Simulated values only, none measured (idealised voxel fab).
The following is a process module called voxel double patterning.
The cross-section shown here is cut; it is 280 nm wide and divided into square cells measuring 5 nm on a side.
Cross-section format: a grid of square cells, given as bands from top to bottom; each band is one or more rows of cells. Read a band's entry like this: the first values are the height of its top and the height of its bottom in nm, and what follows is the sequence of materials from left to right, each with its width in nm. Note that "empty" is empty space, and that a single material marked "throughout" reaches across the band from edge to edge. Heights are expressed relative to 0, this being the level below which the as-received wafer comprises one material exclusively. The lowest band is unbounded in the downward direction and is denoted as in "0 and below". Width "30->40": first value at the band's top row of cells, second value at its bottom row, equal change from row to row. Take "no change occurred" at face value: in the step it is given for, the cross-section changed in none of its cells. Under "Closed internal voids" you'll find the enclosed gaps, the ones with no way out to the top, that are 8 cells or bigger; each reads width x height at distance, with distance counted from the left edge, everything in nm. That trailing text on a step's line, after the settings, is the simulator's own remark on the step. The optional step-line setting "overlay nm" applies to steps with a mask and quantifies how far to the right of its planned location the mask lay, a negative value indicating leftward placement.
The process steps that were planned are listed below
1 RECEIVE, material Si
2 CONFORMAL_DEP, material SiN, thk nm 10
3 DIRECTIONAL_DEP, material SiO2, thk nm 20
4 DIRECTIONAL_DEP, material SiCN, thk nm 10
5 MASKED_ETCH, tone open, mask id FIRST, width nm 15, pitch nm 50, etch materials SiCN, depth nm 10, overlay nm 0
6 MASKED_ETCH, tone open, mask id SECOND, width nm 15, pitch nm 50, etch materials SiCN, depth nm 10, overlay nm 0
7 DIRECTIONAL_ETCH, etch materials SiO2, depth nm 20
8 STRIP, etch materials SiCN
Cross-section: wafer on arrival = after step 1
0 and below  Si throughout
Closed internal voids: none
Cross-sectional image of the first of two wafers at the end of the module, the run having proceeded as planned
30 down to 10  SiO2: 80, empty: 15, SiO2: 10, empty: 15, SiO2: 10, empty: 15, SiO2: 10, empty: 15, SiO2: 10, empty: 15, SiO2: 85
10 down to 0  SiN throughout
0 and below  Si throughout
Closed internal voids: none
Cross-sectional view of the second of two wafers upon completion of the module. This wafer shared its starting condition and process plan with the first; one error was made during its execution
30 down to 10  SiO2: 85, empty: 15, SiO2: 5, empty: 15, SiO2: 15, empty: 15, SiO2: 5, empty: 15, SiO2: 15, empty: 15, SiO2: 80
10 down to 0  SiN throughout
0 and below  Si throughout
Closed internal voids: none
Run error: step 5 ran differently from the plan; actual operation with settings: MASKED_ETCH, tone open, mask id FIRST, width nm 15, pitch nm 50, etch materials SiCN, depth nm 10, overlay nm 5
The concluding comparison shows that, measured in cells, each material is equally abundant on both wafers, albeit at different positions.
